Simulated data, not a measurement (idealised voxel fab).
process module | voxel released beams
cross-section cut | 255 nm wide | cells 5 nm
A cross-section is a grid of square cells, given in bands from the top down. A band is one or more rows of cells.
Each band's line starts with the height of the band's top and of its bottom, in nm. Then come its materials from left to right, each with its width in nm. One material with "throughout" fills the band from edge to edge. "air" is empty space.
Height 0 is the level under which the wafer as received is all one material. The lowest band goes on downwards, as in "0 down".
A width such as "30 to 40" changes by the same amount from each row of cells to the next, from the band's top row to its bottom row.
"no change" after a step means that no cell of the cross-section changed.
closed voids: empty space of 8 cells or more with no open way to the top, each as width x height at its distance from the left edge, in nm
after a step's settings: what the simulator itself notes on the step
overlay nm, on a step with a mask: how far to the right of its planned place the mask lay; to the left if negative
plan
1 op RECEIVE | material Si
2 op CONFORMAL_DEP | material Al2O3 | thk nm 10
3 op DIRECTIONAL_DEP | material SiO2 | thk nm 15
4 op PATTERN | tone open | mask id ANCHOR | material resist | width nm 35 | thk nm 15 | overlay nm 0
5 op DIRECTIONAL_ETCH | etch materials SiO2 | depth nm 15
6 op STRIP | etch materials resist
7 op CONFORMAL_DEP | material polySi | thk nm 10
8 op PATTERN | tone cover | mask id BEAM | material resist | width nm 120 | thk nm 15 | overlay nm 0
9 op DIRECTIONAL_ETCH | etch materials polySi | depth nm 10
10 op STRIP | etch materials resist
11 op STRIP | etch materials SiO2
as received, after step 1
  0 down: Si throughout
  closed voids: none
first wafer at the end, as planned
  35 to 25: air 65 | polySi 15 | air 15 | polySi 90 | air 70
  25 to 20: air 70 | polySi 10 | air 15 | polySi 10 | air 150
  20 to 10: air 70 | polySi 35 | air 150
  10 to 0: Al2O3 throughout
  0 down: Si throughout
  closed voids: none
second wafer at the end: like start, like plan, one mistake
  35 to 25: air 65 | polySi 50 | air 140
  25 to 20: air 60 | polySi 10 | SiO2 35 | polySi 10 | air 140
  20 to 10: air 60 | polySi 10 | SiO2 35 | polySi 80 | air 70
  10 to 0: Al2O3 throughout
  0 down: Si throughout
  closed voids: none
what went wrong: step 4 ran as: op PATTERN | tone cover | mask id ANCHOR | material resist | width nm 35 | thk nm 15 | overlay nm 0
at the end the second wafer has, in cells: 21 more of SiO2
